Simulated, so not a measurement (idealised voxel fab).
process module | voxel lift off
cross-section cut | 295 nm wide | cells 5 nm
A cross-section is a grid of square cells, given in bands from the top down. A band is one or more rows of cells.
Each band's line starts with the height of the band's top and of its bottom, in nm. Then come its materials from left to right, each with its width in nm. One material with "throughout" fills the band from edge to edge. "air" is empty space.
Height 0 is the level under which the wafer as received is all one material. The lowest band goes on downwards, as in "0 down".
A width such as "30 to 40" changes by the same amount from each row of cells to the next, from the band's top row to its bottom row.
"no change" after a step means that no cell of the cross-section changed.
closed voids: empty space of 8 cells or more with no open way to the top, each as width x height at its distance from the left edge, in nm
after a step's settings: what the simulator itself notes on the step
overlay nm, on a step with a mask: how far to the right of its planned place the mask lay; to the left if negative
plan
1 op RECEIVE | material Si
2 op CONFORMAL_DEP | material SiO2 | thk nm 15
3 op PATTERN | tone open | mask id LINES | material resist | width nm 20 | pitch nm 40 | thk nm 15 | overlay nm 0
4 op DIRECTIONAL_DEP | material Ru | thk nm 5
5 op STRIP | etch materials resist
6 op CONFORMAL_DEP | material SiCN | thk nm 5
as received, after step 1
  0 down: Si throughout
  closed voids: none
a wafer at the end: this start, this plan, one mistake
  25 to 20: air 110 | SiCN 35 | air 5 | SiCN 35 | air 110
  20 to 15: SiCN 115 | Ru 25 | SiCN 15 | Ru 25 | SiCN 115
  15 to 0: SiO2 throughout
  0 down: Si throughout
  closed voids: none
what went wrong: step 3 ran as: op PATTERN | tone open | mask id LINES | material resist | width nm 25 | pitch nm 40 | thk nm 15 | overlay nm 0
